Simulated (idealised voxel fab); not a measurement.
process module | voxel released beams
Displayed cross-section: cut, width of 205 nm, square cells sized 5 nm.
Throughout this document, each cross-section is represented as a grid of square cells and is presented as a sequence of bands enumerated from the top downward, where a band comprises one or more rows of cells.
Top height, bottom height, nm. Materials left to right, width each, nm. Single material + "full width" = fills band edge to edge. "empty" = empty.
We count height from 0. Below that, the starting wafer is all one material. The lowest band never ends at the bottom but goes on down; see "0 and below" for how that is written.
Read "30->40" as a graded width: first number on top, second number at the bottom, same change between each pair of neighbouring rows.
A step reported as "identical to before" is a step in which no cell of the cross-section changed.
"Enclosed void listing" contains a list of empty spaces, each no smaller than 8 cells and without an open way to the top, written in the form width x height at distance with the distance from the left edge and all three in nm.
Step line, after settings: the simulator's comment on this step.
overlay nm: where the mask lay relative to plan, measured to the right, on steps with a mask; negatives go left.

# Process steps (planned)
1,RECEIVE (material Si)
2,CONFORMAL_DEP (material SiN; thk nm 10)
3,DIRECTIONAL_DEP (material SiO2; thk nm 15)
4,MASKED_ETCH (tone open; mask id ANCHOR; width nm 45; etch materials SiO2; depth nm 15; overlay nm 0)
5,CONFORMAL_DEP (material TiN; thk nm 15)
6,MASKED_ETCH (tone cover; mask id BEAM; width nm 95; etch materials TiN; depth nm 15; overlay nm 0)
7,STRIP (etch materials SiO2)

# The first of the two wafers, which ran as planned

# Cross-section of the incoming wafer, state after step 1
* 0 and below = Si full width
* Enclosed void listing: none

# Step 2 complete: cross-section through the wafer
* 10 down to 0 = SiN full width
* All layers under 0 are left as they were.

# Step 3 complete: cross-section through the wafer
* 25 down to 10 = SiO2 full width
* All layers under 10 are left as they were.

# Step 4 complete: cross-section through the wafer
* 25 down to 10 = SiO2 (55) | empty (45) | SiO2 (105)
* All layers under 10 are left as they were.

# Step 5 complete: cross-section through the wafer
* 40 down to 25 = TiN (70) | empty (15) | TiN (120)
* 25 down to 10 = SiO2 (55) | TiN (45) | SiO2 (105)
* All layers under 10 are left as they were.

# Step 6 complete: cross-section through the wafer
* 40 down to 25 = empty (50) | TiN (20) | empty (15) | TiN (60) | empty (60)
* All layers under 25 are left as they were.

# Step 7 complete: cross-section through the wafer
* 40 down to 25 = empty (50) | TiN (20) | empty (15) | TiN (60) | empty (60)
* 25 down to 10 = empty (55) | TiN (45) | empty (105)
* All layers under 10 are left as they were.

# Wafer two of the pair: same origin, same plan, one error during the run; identical to wafer one up to and including step 3

# Second wafer profile in section, at the moment step 4 of the plan was meant to be complete
* 25 down to 10 = SiO2 (50) | empty (55) | SiO2 (100)
* All layers under 10 are left as they were.

# Second wafer profile in section, at the moment step 5 of the plan was meant to be complete
* 40 down to 25 = TiN (65) | empty (25) | TiN (115)
* 25 down to 10 = SiO2 (50) | TiN (55) | SiO2 (100)
* All layers under 10 are left as they were.

# Second wafer profile in section, at the moment step 6 of the plan was meant to be complete
* 40 down to 25 = empty (50) | TiN (15) | empty (25) | TiN (55) | empty (60)
* All layers under 25 are left as they were.

# Second wafer profile in section, at the moment step 7 of the plan was meant to be complete
* 40 down to 25 = empty (50) | TiN (15) | empty (25) | TiN (55) | empty (60)
* 25 down to 10 = empty (50) | TiN (55) | empty (100)
* All layers under 10 are left as they were.
Want to know what went wrong? contrary to plan, step 4 was performed as MASKED_ETCH (tone open; mask id ANCHOR; width nm 55; etch materials SiO2; depth nm 15; overlay nm 0)
Both wafers, final: cells per material equal; arrangement not.
